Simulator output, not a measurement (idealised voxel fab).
A process module follows: voxel released beams.
Square cell edge 5 nm, section width 290 nm, ID cut.
Cross-section format: a grid of square cells, given as bands from top to bottom; each band is one or more rows of cells. In this notation a band is specified by the heights of its top and bottom, in that order and in nm, after which its materials appear from left to right, each paired with its width in nm. The word "edge to edge" attached to a single material means that material fills the band from edge to edge; the word "air" stands for empty space. Note: height 0 marks the level under which the wafer is uniformly one material as received. Lowest band unbounded below, written "0 -> down". Width "30..40": first value at the band's top row of cells, second value at its bottom row, equal change from row to row. The designation "remains unaltered", where it is given for a processing step, indicates that no cell of the cross-section was altered in the course of that step. In the "Sealed void list" entry, you get each enclosed empty space of 8 cells or more, one with no open way to the top, written width x height at distance, distance from the left edge, in nm. Text after the settings on a step's line: the simulator's own remark on that step. The optional step-line setting "overlay nm" applies to steps with a mask and quantifies how far to the right of its planned location the mask lay, a negative value indicating leftward placement.
**Process steps - plan**
1,RECEIVE | material Si
2,CONFORMAL_DEP | material Al2O3 | thk nm 5
3,DIRECTIONAL_DEP | material SiO2 | thk nm 10
4,PATTERN | tone open | mask id ANCHOR | material resist | width nm 35 | thk nm 20 | overlay nm 0
5,DIRECTIONAL_ETCH | etch materials SiO2 | depth nm 10
6,STRIP | etch materials resist
7,CONFORMAL_DEP | material SiN | thk nm 10
8,PATTERN | tone cover | mask id BEAM | material resist | width nm 90 | thk nm 20 | overlay nm 0
9,DIRECTIONAL_ETCH | etch materials SiN | depth nm 10
10,STRIP | etch materials resist
11,STRIP | etch materials SiO2
**First out of two wafers; run went to plan**
**Here's what the wafer looked like in cross-section when it arrived - that's after step 1**
- 0 -> down | Si edge to edge
- Sealed void list: none
**Wafer section view after processing step 2**
- 5 -> 0 | Al2O3 edge to edge
- Lower than 0, everything is as it was.
**Wafer section view after processing step 3**
- 15 -> 5 | SiO2 edge to edge
- Lower than 5, everything is as it was.
**Wafer section view after processing step 4**
- 35 -> 15 | resist=100  air=35  resist=155
- Lower than 15, everything is as it was.
**Wafer section view after processing step 5**
- 35 -> 15 | resist=100  air=35  resist=155
- 15 -> 5 | SiO2=100  air=35  SiO2=155
- Lower than 5, everything is as it was.
**Wafer section view after processing step 6**
- 15 -> 5 | SiO2=100  air=35  SiO2=155
- Lower than 5, everything is as it was.
**Wafer section view after processing step 7**
- 25 -> 15 | SiN=110  air=15  SiN=165
- 15 -> 5 | SiO2=100  SiN=35  SiO2=155
- Lower than 5, everything is as it was.
**Wafer section view after processing step 8**
- 45 -> 25 | air=95  resist=90  air=105
- 25 -> 15 | SiN=110  resist=15  SiN=165
- Lower than 15, everything is as it was.
**Wafer section view after processing step 9**
- 45 -> 25 | air=95  resist=90  air=105
- 25 -> 15 | air=95  SiN=15  resist=15  SiN=60  air=105
- Lower than 15, everything is as it was.
**Wafer section view after processing step 10**
- 25 -> 15 | air=95  SiN=15  air=15  SiN=60  air=105
- Lower than 15, everything is as it was.
**Wafer section view after processing step 11**
- 25 -> 15 | air=95  SiN=15  air=15  SiN=60  air=105
- 15 -> 5 | air=100  SiN=35  air=155
- Lower than 5, everything is as it was.
**For the second wafer, take the first wafer's start and plan, then add one mistake made in running it; everything through step 3, that step included, is shared with the first**
**Cross-sectional representation of the second wafer at the time designated in the plan for the completion of step 4**
- 35 -> 15 | resist=100  air=40  resist=150
- Lower than 15, everything is as it was.
**Cross-sectional representation of the second wafer at the time designated in the plan for the completion of step 5**
- 35 -> 15 | resist=100  air=40  resist=150
- 15 -> 5 | SiO2=100  air=40  SiO2=150
- Lower than 5, everything is as it was.
**Cross-sectional representation of the second wafer at the time designated in the plan for the completion of step 6**
- 15 -> 5 | SiO2=100  air=40  SiO2=150
- Lower than 5, everything is as it was.
**Cross-sectional representation of the second wafer at the time designated in the plan for the completion of step 7**
- 25 -> 15 | SiN=110  air=20  SiN=160
- 15 -> 5 | SiO2=100  SiN=40  SiO2=150
- Lower than 5, everything is as it was.
**Cross-sectional representation of the second wafer at the time designated in the plan for the completion of step 8**
- 45 -> 25 | air=95  resist=90  air=105
- 25 -> 15 | SiN=110  resist=20  SiN=160
- Lower than 15, everything is as it was.
**Cross-sectional representation of the second wafer at the time designated in the plan for the completion of step 9**
- 45 -> 25 | air=95  resist=90  air=105
- 25 -> 15 | air=95  SiN=15  resist=20  SiN=55  air=105
- Lower than 15, everything is as it was.
**Cross-sectional representation of the second wafer at the time designated in the plan for the completion of step 10**
- 25 -> 15 | air=95  SiN=15  air=20  SiN=55  air=105
- Lower than 15, everything is as it was.
**Cross-sectional representation of the second wafer at the time designated in the plan for the completion of step 11**
- 25 -> 15 | air=95  SiN=15  air=20  SiN=55  air=105
- 15 -> 5 | air=100  SiN=40  air=150
- Lower than 5, everything is as it was.
Against the plan, the run slipped here: step 4 went in with a setting other than planned; the actual run was PATTERN | tone open | mask id ANCHOR | material resist | width nm 40 | thk nm 20 | overlay nm 0
Final state: per-material cell counts identical on both wafers; locations differ.
